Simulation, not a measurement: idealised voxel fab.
voxel tone inversion: a process module
Cross-sectional view cut (width: 140 nm; square cell size: 5 nm).
Cross-section, as written here: a square-cell grid given band by band from the top down, where a band holds one or more rows of cells.
For a band, the entry starts with two heights in nm, that of the top and then that of the bottom, and carries on with the band's materials in order from left to right, each alongside its width in nm; the word "all across" beside a single material means it fills the band edge to edge, and "blank" means empty space.
We count height from 0. Below that, the starting wafer is all one material. The lowest band never ends at the bottom but goes on down; see "0 down" for how that is written.
Read "30..40" as a graded width: first number on top, second number at the bottom, same change between each pair of neighbouring rows.
"everything unchanged" after a step means that no cell of the cross-section changed.
What "Closed void catalog" gives you is every empty space of 8 cells or more that is cut off from the top. Each appears as width x height at distance, with the distance taken from the left edge and width, height and distance all in nm.
Step line, after settings: the simulator's comment on this step.
Steps that use a mask can have "overlay nm" on their line. It says how far the mask sat to the right of where it was meant to be. Negative means to the left.

## Set out below are the planned steps of the process
step 1: RECEIVE [material Si]
step 2: CONFORMAL_DEP [material SiCN] [thk nm 5]
step 3: DIRECTIONAL_DEP [material aC] [thk nm 20]
step 4: PATTERN [tone cover] [mask id POSTS] [material resist] [width nm 25] [pitch nm 40] [thk nm 25] [overlay nm 0]
step 5: DIRECTIONAL_ETCH [etch materials aC] [depth nm 20]
step 6: STRIP [etch materials resist]
step 7: FILL_DEP [material lowk] [thk nm 10]
step 8: CMP [height nm 25]
step 9: STRIP [etch materials aC]

## Shown in cross-section is the wafer as received, that is, as it stands after step 1
    0 down: Si all across
    Closed void catalog: none

## Cross-section, first of two wafers, end of module, run as planned
    25 to 5: lowk 15 nm  blank 25 nm  lowk 15 nm  blank 25 nm  lowk 15 nm  blank 25 nm  lowk 20 nm
    5 to 0: SiCN all across
    0 down: Si all across
    Closed void catalog: none

## Wafer two cross-section, module end. Start and plan unchanged from wafer one; one mistake made during the run
    15 to 5: lowk 15 nm  blank 25 nm  lowk 15 nm  blank 25 nm  lowk 15 nm  blank 25 nm  lowk 20 nm
    5 to 0: SiCN all across
    0 down: Si all across
    Closed void catalog: none
Which mistake was made when the wafer was run? step 8 went in with a setting other than planned; the actual run was CMP [height nm 15]
Looking at both finished wafers in cells, the second ends up ahead of or behind the first on some materials: -26 lowk
